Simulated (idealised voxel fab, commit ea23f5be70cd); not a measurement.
process module | voxel ribs on slabs
cross-section cut | 215 nm wide | cells 5 nm
A cross-section is a grid of square cells, given in bands from the top down. A band is one or more rows of cells.
Each band's line starts with the height of the band's top and of its bottom, in nm. Then come its materials from left to right, each with its width in nm. One material with "throughout" fills the band from edge to edge. "air" is empty space.
Height 0 is the level under which the wafer as received is all one material. The lowest band goes on downwards, as in "0 down".
A width such as "30 to 40" changes by the same amount from each row of cells to the next, from the band's top row to its bottom row.
"no change" after a step means that no cell of the cross-section changed.
closed voids: empty space of 8 cells or more with no open way to the top, each as width x height at its distance from the left edge, in nm
after a step's settings: what the simulator itself notes on the step
overlay nm, on a step with a mask: how far to the right of its planned place the mask lay; to the left if negative
plan
1 op RECEIVE | material Si
2 op DIRECTIONAL_DEP | material SiO2 | thk nm 30
3 op DIRECTIONAL_DEP | material polySi | thk nm 25
4 op DIRECTIONAL_DEP | material aC | thk nm 15
5 op PATTERN | tone cover | mask id RIB | material resist | width nm 15 | thk nm 35 | overlay nm 0
6 op DIRECTIONAL_ETCH | etch materials aC | depth nm 15
7 op STRIP | etch materials resist
8 op DIRECTIONAL_ETCH | etch materials polySi | depth nm 20
9 op STRIP | etch materials aC
10 op DIRECTIONAL_DEP | material aC | thk nm 10
11 op PATTERN | tone cover | mask id SLAB | material resist | width nm 55 | thk nm 30 | overlay nm 0
12 op DIRECTIONAL_ETCH | etch materials aC | depth nm 10
13 op STRIP | etch materials resist
14 op DIRECTIONAL_ETCH | etch materials polySi | depth nm 5
15 op STRIP | etch materials aC
16 op FILL_DEP | material SiO2 | thk nm 25
17 op CMP | height nm 70
18 op DIRECTIONAL_DEP | material W | thk nm 5
19 op MASKED_ETCH | tone cover | mask id HEATER | width nm 25 | etch materials W | depth nm 5 | overlay nm 0
20 op CONFORMAL_DEP | material SiN | thk nm 5
as received, after step 1
  0 down: Si throughout
  closed voids: none
first wafer at the end, as planned
  80 to 75: air 90 | SiN 35 | air 90
  75 to 70: SiN 95 | W 25 | SiN 95
  70 to 55: SiO2 throughout
  55 to 35: SiO2 100 | polySi 15 | SiO2 100
  35 to 30: SiO2 80 | polySi 55 | SiO2 80
  30 to 0: SiO2 throughout
  0 down: Si throughout
  closed voids: none
second wafer at the end: like start, like plan, one mistake
  80 to 75: air 90 | SiN 35 | air 90
  75 to 70: SiN 95 | W 25 | SiN 95
  70 to 25: SiO2 throughout
  25 to 0: polySi throughout
  0 down: Si throughout
  closed voids: none
what went wrong: steps 2 and 3 were swapped
at the end the second wafer has, in cells: 192 fewer of SiO2 | 192 more of polySi
